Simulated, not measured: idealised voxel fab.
Module name: voxel self aligned contacts (process module)
We display cut, a cross-section 280 nm in width whose square cells are each 5 nm.
Reading order for cross-sections: top band down to bottom band. Underlying form: a grid of square cells. Band size: one or more rows of cells. Band entry format. Leading values: height of top, height of bottom, nm. Remainder: materials in left-to-right order, each with its width in nm. Special words: "everywhere" on a single material, which then fills the band edge to edge; "air", empty space. It should be noted that heights are counted from 0, beneath which the wafer as supplied is of one material throughout, and that the lowest band possesses no lower boundary but continues downward, as written in "z 0 and below". Per-row width for "30 to 40": begins at first number (top row of band), ends at second number (bottom row), increment between rows held constant. Step marked "changes: none"? Then no cell in the cross-section changed in it. Closed-off voids of 8+ cells (no open route to the top) go in "Completely enclosed voids", written width x height at distance from the left edge, in nm. Whatever follows a step's settings on its line is a remark the simulator itself makes about that step. The "overlay nm" setting may appear on a step's line; for a step that uses a mask, it gives how far to the right of its planned position the mask lay, and a negative value indicates the left.

List of planned process steps:
step 1: RECEIVE | material Si
step 2: CONFORMAL_DEP | material SiO2 | thk nm 5
step 3: DIRECTIONAL_DEP | material polySi | thk nm 30
step 4: DIRECTIONAL_DEP | material SiN | thk nm 15
step 5: DIRECTIONAL_DEP | material aC | thk nm 10
step 6: PATTERN | tone cover | mask id GATE | material resist | width nm 30 | pitch nm 60 | thk nm 25 | overlay nm 0
step 7: DIRECTIONAL_ETCH | etch materials aC | depth nm 10
step 8: STRIP | etch materials resist
step 9: DIRECTIONAL_ETCH | etch materials SiN | depth nm 15
step 10: DIRECTIONAL_ETCH | etch materials polySi | depth nm 30
step 11: STRIP | etch materials aC
step 12: CONFORMAL_DEP | material SiN | thk nm 5
step 13: DIRECTIONAL_ETCH | etch materials SiN | depth nm 5
step 14: FILL_DEP | material SiO2 | thk nm 15
step 15: CMP | height nm 60
step 16: MASKED_ETCH | tone open | mask id CONTACT | width nm 40 | etch materials SiO2 | depth nm 60 | overlay nm -15
step 17: CONFORMAL_DEP | material TiN | thk nm 5
step 18: FILL_DEP | material W | thk nm 10
step 19: CMP | height nm 60
step 20: CONFORMAL_DEP | material SiCN | thk nm 5
Among the wafers covered here, the point of difference is the overlay nm at step 16; their starting state is shared, and the plan presents the value of the first wafer.

The as-received cross-section of the first of several wafers corresponds to the state after step 1:
> z 0 and below: Si everywhere
> Completely enclosed voids: none

First of several wafers in cross-section at module end, following the final step, step 20:
> z 65 to 60: SiCN everywhere
> z 60 to 50: SiO2 (105), TiN (5 to 30), W (30 to 5), TiN (5), SiO2 (135)
> z 50 to 35: SiO2 (90), SiN (40), TiN (5), W (5), TiN (5), SiO2 (5), SiN (40), SiO2 (90)
> z 35 to 5: SiO2 (90), SiN (5), polySi (30), SiN (5), TiN (5), W (5), TiN (5), SiO2 (5), SiN (5), polySi (30), SiN (5), SiO2 (90)
> z 5 to 0: SiO2 (130), TiN (15), SiO2 (135)
> z 0 and below: Si everywhere
> Completely enclosed voids: none

Sectional view of the last wafer upon completion of the module:
> z 65 to 60: SiCN everywhere
> z 60 to 50: SiO2 (135), TiN (5), W (30 to 5), TiN (5 to 30), SiO2 (105)
> z 50 to 35: SiO2 (90), SiN (40), SiO2 (5), TiN (5), W (5), TiN (5), SiN (40), SiO2 (90)
> z 35 to 5: SiO2 (90), SiN (5), polySi (30), SiN (5), SiO2 (5), TiN (5), W (5), TiN (5), SiN (5), polySi (30), SiN (5), SiO2 (90)
> z 5 to 0: SiO2 (135), TiN (15), SiO2 (130)
> z 0 and below: Si everywhere
> Completely enclosed voids: none

Table: wafers, a row each; end-of-module cell change per material since receipt, gain (+), loss (-); then closed voids:
overlay nm -15, +56 SiCN, +72 SiN, +482 SiO2, +30 TiN, +16 W, +72 polySi, Completely enclosed voids: none
overlay nm -10, +56 SiCN, +72 SiN, +472 SiO2, +30 TiN, +26 W, +72 polySi, Completely enclosed voids: none
overlay nm -5, +56 SiCN, +72 SiN, +472 SiO2, +30 TiN, +26 W, +72 polySi, Completely enclosed voids: none
overlay nm 0, +56 SiCN, +72 SiN, +472 SiO2, +30 TiN, +26 W, +72 polySi, Completely enclosed voids: none
overlay nm 5, +56 SiCN, +72 SiN, +472 SiO2, +30 TiN, +26 W, +72 polySi, Completely enclosed voids: none
overlay nm 10, +56 SiCN, +72 SiN, +472 SiO2, +30 TiN, +26 W, +72 polySi, Completely enclosed voids: none
overlay nm 15, +56 SiCN, +72 SiN, +482 SiO2, +30 TiN, +16 W, +72 polySi, Completely enclosed voids: none
